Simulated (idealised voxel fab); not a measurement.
Proc. module: voxel self aligned contacts
It is cross-section cut that appears here, measuring 230 nm in width, its square cells being 5 nm in size.
Cross-section = grid of square cells, listed top down in bands; band = one or more rows.
Read a band's entry like this: the first values are the height of its top and the height of its bottom in nm, and what follows is the sequence of materials from left to right, each with its width in nm. Note that "air" is empty space, and that a single material marked "throughout" reaches across the band from edge to edge.
Heights are reckoned from 0. Under this level, the received wafer is all of one material. The bottommost band is open-ended downward, for example "0 -> down".
Read "30..40" as a graded width: first number on top, second number at the bottom, same change between each pair of neighbouring rows.
Reading "no change occurred" for a step: not a cell of the cross-section changed in it.
The entry "Closed void table" lists the empty spaces that cover at least 8 cells and have no open path to the top. Each is written as width x height at distance, where the distance is measured from the left edge and all three values are in nm.
Formally, on a step line, whatever follows the settings is a remark that the simulator itself makes on the step.
"overlay nm" denotes, for a step that has a mask, the displacement of the mask to the right of its planned place, with negative values corresponding to the left.

SO HERE'S THE LINEUP OF PROCESS STEPS WE PLANNED
1,op RECEIVE | material Si
2,op OXIDIZE | depth nm 5
3,op DIRECTIONAL_DEP | material polySi | thk nm 20
4,op DIRECTIONAL_DEP | material SiN | thk nm 25
5,op PATTERN | tone cover | mask id GATE | material resist | width nm 25 | pitch nm 70 | thk nm 15 | overlay nm 0
6,op DIRECTIONAL_ETCH | etch materials SiN | depth nm 25
7,op DIRECTIONAL_ETCH | etch materials polySi | depth nm 20
8,op STRIP | etch materials resist
9,op CONFORMAL_DEP | material SiN | thk nm 10
10,op DIRECTIONAL_ETCH | etch materials SiN | depth nm 10
11,op FILL_DEP | material SiO2 | thk nm 10
12,op CMP | height nm 50
13,op DIRECTIONAL_DEP | material aC | thk nm 15
14,op PATTERN | tone open | mask id CONTACT | material resist | width nm 55 | pitch nm 70 | thk nm 35 | overlay nm 0
15,op DIRECTIONAL_ETCH | etch materials aC | depth nm 15
16,op STRIP | etch materials resist
17,op DIRECTIONAL_ETCH | etch materials SiO2 | depth nm 55
18,op STRIP | etch materials aC
19,op CONFORMAL_DEP | material TiN | thk nm 5
20,op FILL_DEP | material W | thk nm 5
21,op CMP | height nm 50
22,op CONFORMAL_DEP | material SiN | thk nm 5
It is noted that the wafers described herein are identical at the outset and are distinguished by the width nm of step 5; the value stated in the plan corresponds to the first wafer.

AS-RECEIVED CROSS-SECTION, FIRST OF SEVERAL WAFERS, POST STEP 1
0 -> down = Si throughout
Closed void table: none

EVERY ROW IN THIS TABLE IS A WAFER AT THE END OF THE MODULE, AND IT GIVES, FOR EACH OF THE MATERIALS, THE CELLS THAT WAFER HAS GAINED (+) OR LOST (-) SINCE IT WAS RECEIVED, THEN ITS CLOSED VOIDS
width nm 25 | -46 Si | +229 SiN | +141 SiO2 | +62 TiN | +60 W | +60 polySi | Closed void table: none
width nm 30 | -46 Si | +244 SiN | +134 SiO2 | +62 TiN | +40 W | +72 polySi | Closed void table: none
width nm 35 | -46 Si | +259 SiN | +127 SiO2 | +62 TiN | +20 W | +84 polySi | Closed void table: none
width nm 40 | -46 Si | +274 SiN | +120 SiO2 | +62 TiN | +96 polySi | Closed void table: none
width nm 45 | -46 Si | +289 SiN | +113 SiO2 | +42 TiN | +108 polySi | Closed void table: none
width nm 50 | -46 Si | +304 SiN | +106 SiO2 | +22 TiN | +120 polySi | Closed void table: none
